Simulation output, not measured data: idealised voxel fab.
voxel trench capacitor: a process module
Xsec cut, 225 nm wide, square cell size 5 nm.
Throughout this document, each cross-section is represented as a grid of square cells and is presented as a sequence of bands enumerated from the top downward, where a band comprises one or more rows of cells.
The entry gives the band's vertical extent as a top height and a bottom height in nm, then its horizontal make-up as materials from left to right, each with a width in nm. "blank" stands for empty space; a single material marked "edge to edge" fills the band edge to edge.
Heads up on the height convention: 0 is the point under which the incoming wafer is all one material, and the lowest band has no bottom, it just keeps going down, like "z 0 and below".
Width spec "30->40" -> top row of cells at first value, bottom row at second value, equal per-row change in between.
The designation "nothing altered", where it is given for a processing step, indicates that no cell of the cross-section was altered in the course of that step.
Any empty space of 8 cells or more lacking an open way to the top shows up in "Fully sealed voids" as width x height at distance, distance from the left edge, in nm.
Post-settings text on a step line: simulator's own remark regarding the step.
The optional step-line setting "overlay nm" applies to steps with a mask and quantifies how far to the right of its planned location the mask lay, a negative value indicating leftward placement.
# These are the steps we planned for the process
1: RECEIVE, material Si
2: CONFORMAL_DEP, material SiN, thk nm 10
3: MASKED_ETCH, tone open, mask id TRENCH, width nm 20, pitch nm 45, etch materials SiN, depth nm 10, overlay nm 0
4: MASKED_ETCH, tone open, mask id TRENCH, width nm 20, pitch nm 45, etch materials Si, depth nm 25, overlay nm 0
5: CONFORMAL_DEP, material SiO2, thk nm 5
6: FILL_DEP, material polySi, thk nm 5
7: CMP, height nm 10
# Concerning the first of two wafers, which was run in accordance with the plan
# Incoming wafer, cross-sectional view, post step 1
    z 0 and below: Si edge to edge
    Fully sealed voids: none
# After step 2, in cross-section
    z 10 to 0: SiN edge to edge
    Everything below 0 is unchanged.
# After step 3, in cross-section
    z 10 to 0: 55 nm SiN | 20 nm blank | 25 nm SiN | 20 nm blank | 25 nm SiN | 20 nm blank | 60 nm SiN
    Everything below 0 is unchanged.
# After step 4, in cross-section
    z 10 to 0: 55 nm SiN | 20 nm blank | 25 nm SiN | 20 nm blank | 25 nm SiN | 20 nm blank | 60 nm SiN
    z 0 to -25: 55 nm Si | 20 nm blank | 25 nm Si | 20 nm blank | 25 nm Si | 20 nm blank | 60 nm Si
    Everything below -25 is unchanged.
# After step 5, in cross-section
    z 15 to 10: 60 nm SiO2 | 10 nm blank | 35 nm SiO2 | 10 nm blank | 35 nm SiO2 | 10 nm blank | 65 nm SiO2
    z 10 to 0: 55 nm SiN | 5 nm SiO2 | 10 nm blank | 5 nm SiO2 | 25 nm SiN | 5 nm SiO2 | 10 nm blank | 5 nm SiO2 | 25 nm SiN | 5 nm SiO2 | 10 nm blank | 5 nm SiO2 | 60 nm SiN
    z 0 to -20: 55 nm Si | 5 nm SiO2 | 10 nm blank | 5 nm SiO2 | 25 nm Si | 5 nm SiO2 | 10 nm blank | 5 nm SiO2 | 25 nm Si | 5 nm SiO2 | 10 nm blank | 5 nm SiO2 | 60 nm Si
    z -20 to -25: 55 nm Si | 20 nm SiO2 | 25 nm Si | 20 nm SiO2 | 25 nm Si | 20 nm SiO2 | 60 nm Si
    Everything below -25 is unchanged.
# After step 6, in cross-section
    z 20 to 15: polySi edge to edge
    z 15 to 10: 60 nm SiO2 | 10 nm polySi | 35 nm SiO2 | 10 nm polySi | 35 nm SiO2 | 10 nm polySi | 65 nm SiO2
    z 10 to 0: 55 nm SiN | 5 nm SiO2 | 10 nm polySi | 5 nm SiO2 | 25 nm SiN | 5 nm SiO2 | 10 nm polySi | 5 nm SiO2 | 25 nm SiN | 5 nm SiO2 | 10 nm polySi | 5 nm SiO2 | 60 nm SiN
    z 0 to -20: 55 nm Si | 5 nm SiO2 | 10 nm polySi | 5 nm SiO2 | 25 nm Si | 5 nm SiO2 | 10 nm polySi | 5 nm SiO2 | 25 nm Si | 5 nm SiO2 | 10 nm polySi | 5 nm SiO2 | 60 nm Si
    Everything below -20 is unchanged.
# After step 7, in cross-section
    z 10 to 0: 55 nm SiN | 5 nm SiO2 | 10 nm polySi | 5 nm SiO2 | 25 nm SiN | 5 nm SiO2 | 10 nm polySi | 5 nm SiO2 | 25 nm SiN | 5 nm SiO2 | 10 nm polySi | 5 nm SiO2 | 60 nm SiN
    Everything below 0 is unchanged.
# Wafer two. Identical start, identical plan. One mistake in execution. Identical history through step 2
# when step 3 should have ended
    z 10 to 0: 55 nm blank | 20 nm SiN | 25 nm blank | 20 nm SiN | 25 nm blank | 20 nm SiN | 60 nm blank
    Everything below 0 is unchanged.
when step 4 should have ended: nothing altered
# when step 5 should have ended
    z 15 to 10: 50 nm blank | 30 nm SiO2 | 15 nm blank | 30 nm SiO2 | 15 nm blank | 30 nm SiO2 | 55 nm blank
    z 10 to 5: 50 nm blank | 5 nm SiO2 | 20 nm SiN | 5 nm SiO2 | 15 nm blank | 5 nm SiO2 | 20 nm SiN | 5 nm SiO2 | 15 nm blank | 5 nm SiO2 | 20 nm SiN | 5 nm SiO2 | 55 nm blank
    z 5 to 0: 55 nm SiO2 | 20 nm SiN | 25 nm SiO2 | 20 nm SiN | 25 nm SiO2 | 20 nm SiN | 60 nm SiO2
    Everything below 0 is unchanged.
# when step 6 should have ended
    z 20 to 15: polySi edge to edge
    z 15 to 10: 50 nm polySi | 30 nm SiO2 | 15 nm polySi | 30 nm SiO2 | 15 nm polySi | 30 nm SiO2 | 55 nm polySi
    z 10 to 5: 50 nm polySi | 5 nm SiO2 | 20 nm SiN | 5 nm SiO2 | 15 nm polySi | 5 nm SiO2 | 20 nm SiN | 5 nm SiO2 | 15 nm polySi | 5 nm SiO2 | 20 nm SiN | 5 nm SiO2 | 55 nm polySi
    Everything below 5 is unchanged.
# when step 7 should have ended
    z 10 to 5: 50 nm polySi | 5 nm SiO2 | 20 nm SiN | 5 nm SiO2 | 15 nm polySi | 5 nm SiO2 | 20 nm SiN | 5 nm SiO2 | 15 nm polySi | 5 nm SiO2 | 20 nm SiN | 5 nm SiO2 | 55 nm polySi
    Everything below 5 is unchanged.
What was done differently from what was planned? step 3 did not happen as planned, as run it was MASKED_ETCH, tone cover, mask id TRENCH, width nm 20, pitch nm 45, etch materials SiN, depth nm 10, overlay nm 0
Per the end-of-run cell counts, the second wafer holds more or fewer of some materials than the first: Si: 60 more, SiN: 42 fewer, SiO2: 9 fewer, polySi: 9 fewer
